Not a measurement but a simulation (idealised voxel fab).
process module | voxel capacitor over wiring
cross-section cut | 205 nm wide | cells 5 nm
A cross-section is a grid of square cells, given in bands from the top down. A band is one or more rows of cells.
Each band's line starts with the height of the band's top and of its bottom, in nm. Then come its materials from left to right, each with its width in nm. One material with "throughout" fills the band from edge to edge. "air" is empty space.
Height 0 is the level under which the wafer as received is all one material. The lowest band goes on downwards, as in "0 down".
A width such as "30 to 40" changes by the same amount from each row of cells to the next, from the band's top row to its bottom row.
"no change" after a step means that no cell of the cross-section changed.
closed voids: empty space of 8 cells or more with no open way to the top, each as width x height at its distance from the left edge, in nm
after a step's settings: what the simulator itself notes on the step
overlay nm, on a step with a mask: how far to the right of its planned place the mask lay; to the left if negative
plan
1 op RECEIVE | material Si
2 op CONFORMAL_DEP | material SiO2 | thk nm 15
3 op DIRECTIONAL_DEP | material TiN | thk nm 5
4 op DIRECTIONAL_DEP | material Ru | thk nm 20
5 op PATTERN | tone cover | mask id METAL_1 | material resist | width nm 25 | pitch nm 90 | thk nm 20 | overlay nm 0
6 op DIRECTIONAL_ETCH | etch materials Ru | depth nm 20
7 op DIRECTIONAL_ETCH | etch materials TiN | depth nm 5
8 op STRIP | etch materials resist
9 op CONFORMAL_DEP | material SiCN | thk nm 5
10 op FILL_DEP | material lowk | thk nm 5
11 op CMP | height nm 40
12 op CONFORMAL_DEP | material SiCN | thk nm 5
13 op DIRECTIONAL_DEP | material SiO2 | thk nm 10
14 op PATTERN | tone open | mask id PLUG_1 | material resist | width nm 15 | thk nm 20 | overlay nm 0
15 op DIRECTIONAL_ETCH | etch materials SiO2 | depth nm 10
16 op DIRECTIONAL_ETCH | etch materials SiCN | depth nm 5
17 op STRIP | etch materials resist
18 op EPI | material Ru | thk nm 10
19 op EPI | material Ru | thk nm 5
20 op DIRECTIONAL_DEP | material TiN | thk nm 10
21 op DIRECTIONAL_DEP | material Al2O3 | thk nm 5
22 op DIRECTIONAL_DEP | material TiN | thk nm 10
23 op PATTERN | tone cover | mask id UPPER_PLATE | material resist | width nm 70 | thk nm 15 | overlay nm 0
24 op DIRECTIONAL_ETCH | etch materials TiN | depth nm 10
25 op DIRECTIONAL_ETCH | etch materials Al2O3 | depth nm 5
26 op STRIP | etch materials resist
27 op PATTERN | tone cover | mask id LOWER_PLATE | material resist | width nm 80 | thk nm 20 | overlay nm 0
28 op DIRECTIONAL_ETCH | etch materials TiN | depth nm 10
29 op STRIP | etch materials resist
30 op FILL_DEP | material SiO2 | thk nm 20
31 op CMP | height nm 95
32 op DIRECTIONAL_DEP | material aC | thk nm 15
33 op PATTERN | tone open | mask id PLUG_2 | material resist | width nm 15 | thk nm 30 | overlay nm 0
34 op DIRECTIONAL_ETCH | etch materials aC | depth nm 15
35 op STRIP | etch materials resist
36 op DIRECTIONAL_ETCH | etch materials SiO2 | depth nm 15
37 op STRIP | etch materials aC
38 op CONFORMAL_DEP | material TiN | thk nm 5
39 op FILL_DEP | material W | thk nm 10
40 op CMP | height nm 95
41 op CONFORMAL_DEP | material SiCN | thk nm 5
as received, after step 1
  0 down: Si throughout
  closed voids: none
first wafer at the end, as planned
  100 to 95: SiCN throughout
  95 to 85: SiO2 65 | TiN 5 | W 5 | TiN 5 | SiO2 125
  85 to 80: SiO2 65 | TiN 15 | SiO2 125
  80 to 70: SiO2 55 | TiN 70 | SiO2 80
  70 to 65: SiO2 55 | Al2O3 70 | SiO2 80
  65 to 55: SiO2 50 | TiN 80 | SiO2 75
  55 to 45: SiO2 55 | Ru 15 | SiO2 135
  45 to 40: SiCN 55 | Ru 15 | SiCN 135
  40 to 20: lowk 40 | SiCN 5 | Ru 25 | SiCN 5 | lowk 55 | SiCN 5 | Ru 25 | SiCN 5 | lowk 40
  20 to 15: SiCN 45 | TiN 25 | SiCN 65 | TiN 25 | SiCN 45
  15 to 0: SiO2 throughout
  0 down: Si throughout
  closed voids: none
second wafer at the end: like start, like plan, one mistake
  100 to 95: SiCN throughout
  95 to 85: SiO2 65 | TiN 5 | W 5 | TiN 5 | SiO2 125
  85 to 80: SiO2 65 | TiN 15 | SiO2 125
  80 to 70: SiO2 60 | TiN 65 | SiO2 80
  70 to 65: SiO2 55 | Al2O3 70 | SiO2 80
  65 to 55: SiO2 55 | TiN 85 | SiO2 65
  55 to 45: SiO2 55 | Ru 15 | SiO2 135
  45 to 40: SiCN 55 | Ru 15 | SiCN 135
  40 to 20: lowk 40 | SiCN 5 | Ru 25 | SiCN 5 | lowk 55 | SiCN 5 | Ru 25 | SiCN 5 | lowk 40
  20 to 15: SiCN 45 | TiN 25 | SiCN 65 | TiN 25 | SiCN 45
  15 to 0: SiO2 throughout
  0 down: Si throughout
  closed voids: none
what went wrong: step 27 ran as: op PATTERN | tone cover | mask id LOWER_PLATE | material resist | width nm 80 | thk nm 20 | overlay nm 10
at the end the second wafer has, in cells: as many of each material as the first, in other places
